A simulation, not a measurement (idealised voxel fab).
Process module in this document: voxel self aligned contacts
Cross-section cut: width 270 nm, square cells of 5 nm.
In what follows, cross-sections appear as grids of square cells, described through bands that run from the top down, where every band is one or more rows of cells.
Band: top height; bottom height; in nm. Then, left to right: material with width in nm, for each material. "all across": a single material spanning edge to edge. "air": empty space.
Height datum 0, below which the as-received substrate wafer is one material. Lowest band open at the bottom, running downward: "z 0 and below".
With a width like "30..40", each row of cells in the band differs from the next by the same amount, the top row carrying the first number and the bottom row the second.
"left unchanged" means the step left every cell of the cross-section as it was.
Basically, "Fully sealed cavities" tells you about the enclosed voids: empty spaces with no open way to the top, 8 cells or bigger, each written width x height at distance, where distance is from the left edge, all in nm.
Post-settings text on a step line: simulator's own remark regarding the step.
The line of a step may include "overlay nm". On a step with a mask, this value is how far to the right of its planned place the mask lay. A negative value means the mask lay to the left.
The planned process steps are enumerated hereunder:
step 1: op RECEIVE | material Si
step 2: op CONFORMAL_DEP | material SiO2 | thk nm 5
step 3: op DIRECTIONAL_DEP | material polySi | thk nm 25
step 4: op DIRECTIONAL_DEP | material SiN | thk nm 25
step 5: op DIRECTIONAL_DEP | material aC | thk nm 10
step 6: op PATTERN | tone cover | mask id GATE | material resist | width nm 30 | pitch nm 75 | thk nm 25 | overlay nm 0
step 7: op DIRECTIONAL_ETCH | etch materials aC | depth nm 10
step 8: op STRIP | etch materials resist
step 9: op DIRECTIONAL_ETCH | etch materials SiN | depth nm 25
step 10: op DIRECTIONAL_ETCH | etch materials polySi | depth nm 25
step 11: op STRIP | etch materials aC
step 12: op CONFORMAL_DEP | material SiN | thk nm 10
step 13: op DIRECTIONAL_ETCH | etch materials SiN | depth nm 10
step 14: op FILL_DEP | material SiO2 | thk nm 10
step 15: op CMP | height nm 60
step 16: op DIRECTIONAL_DEP | material aC | thk nm 10
step 17: op PATTERN | tone open | mask id CONTACT | material resist | width nm 55 | thk nm 30 | overlay nm 0
step 18: op DIRECTIONAL_ETCH | etch materials aC | depth nm 10
step 19: op STRIP | etch materials resist
step 20: op DIRECTIONAL_ETCH | etch materials SiO2 | depth nm 60
step 21: op STRIP | etch materials aC
step 22: op CONFORMAL_DEP | material TiN | thk nm 5
step 23: op FILL_DEP | material W | thk nm 5
step 24: op CMP | height nm 60
step 25: op CONFORMAL_DEP | material SiCN | thk nm 5
Wafer cross-section on receipt, i.e. after step 1:
    z 0 and below  Si all across
    Fully sealed cavities: none
Run as planned - first of the two wafers cross-sectioned at the end of the module:
    z 65 to 60  SiCN all across
    z 60 to 55  SiO2 105; TiN 20; W 15; TiN 20; SiO2 110
    z 55 to 30  SiO2 70; SiN 50; TiN 5; W 15; TiN 5; SiN 50; SiO2 75
    z 30 to 5  SiO2 70; SiN 10; polySi 30; SiN 10; TiN 5; W 15; TiN 5; SiN 10; polySi 30; SiN 10; SiO2 75
    z 5 to 0  SiO2 120; TiN 25; SiO2 125
    z 0 and below  Si all across
    Fully sealed cavities: none
Wafer two, sectioned after the module: the first wafer's start, the first wafer's plan, and one mistake in how it was run:
    z 65 to 60  SiCN all across
    z 60 to 55  SiO2 105; TiN 55; SiO2 110
    z 55 to 30  SiN 90; SiO2 10; SiN 65; SiO2 10; SiN 95
    z 30 to 5  polySi 80; SiN 10; SiO2 10; SiN 10; polySi 45; SiN 10; SiO2 10; SiN 10; polySi 85
    z 5 to 0  SiO2 all across
    z 0 and below  Si all across
    Fully sealed cavities: none
Processing error: planned and actual differ for step 6; actual: op PATTERN | tone open | mask id GATE | material resist | width nm 30 | pitch nm 75 | thk nm 25 | overlay nm 0
Final wafer comparison in cells, second versus first, more or fewer per material: 150 more of SiN; 245 fewer of SiO2; 22 fewer of TiN; 33 fewer of W; 150 more of polySi
